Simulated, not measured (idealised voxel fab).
Presented below is a process module, voxel tone inversion.
cross-section cut | 180 nm wide | cells 5 nm
Reading order for cross-sections: top band down to bottom band. Underlying form: a grid of square cells. Band size: one or more rows of cells.
Band: top and bottom heights (nm) first, top before bottom; then materials from left to right, widths in nm. "everywhere" marks a sole material filling the band edge to edge. "empty" denotes empty space.
Heights from 0 (as-received wafer is one material below). Bottom band endless downward, as "0 down".
Read "30->40" as a graded width: first number on top, second number at the bottom, same change between each pair of neighbouring rows.
"no change occurred" means the step left every cell of the cross-section as it was.
"Closed cavity list": sealed empty spaces, 8 cells or more, no open way to top, listed width x height at distance, with distance from the left edge and width, height and distance in nm.
If you see something after the settings on a step's line, that's the simulator's own remark about that step.
Among the settings permitted on a step's line is "overlay nm"; applied to a step with a mask, it specifies the extent to which the mask lay to the right of its planned position, whereas a negative figure signifies a position to the left.

Planned step list for the process
| 1 | RECEIVE with material Si |
| 2 | CONFORMAL_DEP with material SiCN, thk nm 5 |
| 3 | DIRECTIONAL_DEP with material aC, thk nm 15 |
| 4 | PATTERN with tone cover, mask id POSTS, material resist, width nm 15, pitch nm 45, thk nm 25, overlay nm -15 |
| 5 | DIRECTIONAL_ETCH with etch materials aC, depth nm 15 |
| 6 | STRIP with etch materials resist |
| 7 | FILL_DEP with material SiO2, thk nm 10 |
| 8 | CMP with height nm 20 |
| 9 | STRIP with etch materials aC |
Same starting wafers, different overlay nm at step 4. Plan value belongs to the first wafer.

Sectional view: first of several wafers, as received, after step 1
* 0 down  Si everywhere
* Closed cavity list: none

Cross-section, first of several wafers, end of module, after last step 9
* 20 to 5  45 of SiO2; 15 of empty; 30 of SiO2; 15 of empty; 75 of SiO2
* 5 to 0  SiCN everywhere
* 0 down  Si everywhere
* Closed cavity list: none

End of module: cross-section, last of several wafers
* 20 to 5  75 of SiO2; 15 of empty; 30 of SiO2; 15 of empty; 45 of SiO2
* 5 to 0  SiCN everywhere
* 0 down  Si everywhere
* Closed cavity list: none

Each row below is a wafer at the end of the module, listing for every material the number of cells it has gained (+) or lost (-) since it was received, followed by its closed voids
overlay nm -15, +36 SiCN, +90 SiO2, Closed cavity list: none
overlay nm -10, +36 SiCN, +90 SiO2, Closed cavity list: none
overlay nm -5, +36 SiCN, +90 SiO2, Closed cavity list: none
overlay nm 0, +36 SiCN, +90 SiO2, Closed cavity list: none
overlay nm 5, +36 SiCN, +90 SiO2, Closed cavity list: none
overlay nm 10, +36 SiCN, +90 SiO2, Closed cavity list: none
overlay nm 15, +36 SiCN, +90 SiO2, Closed cavity list: none
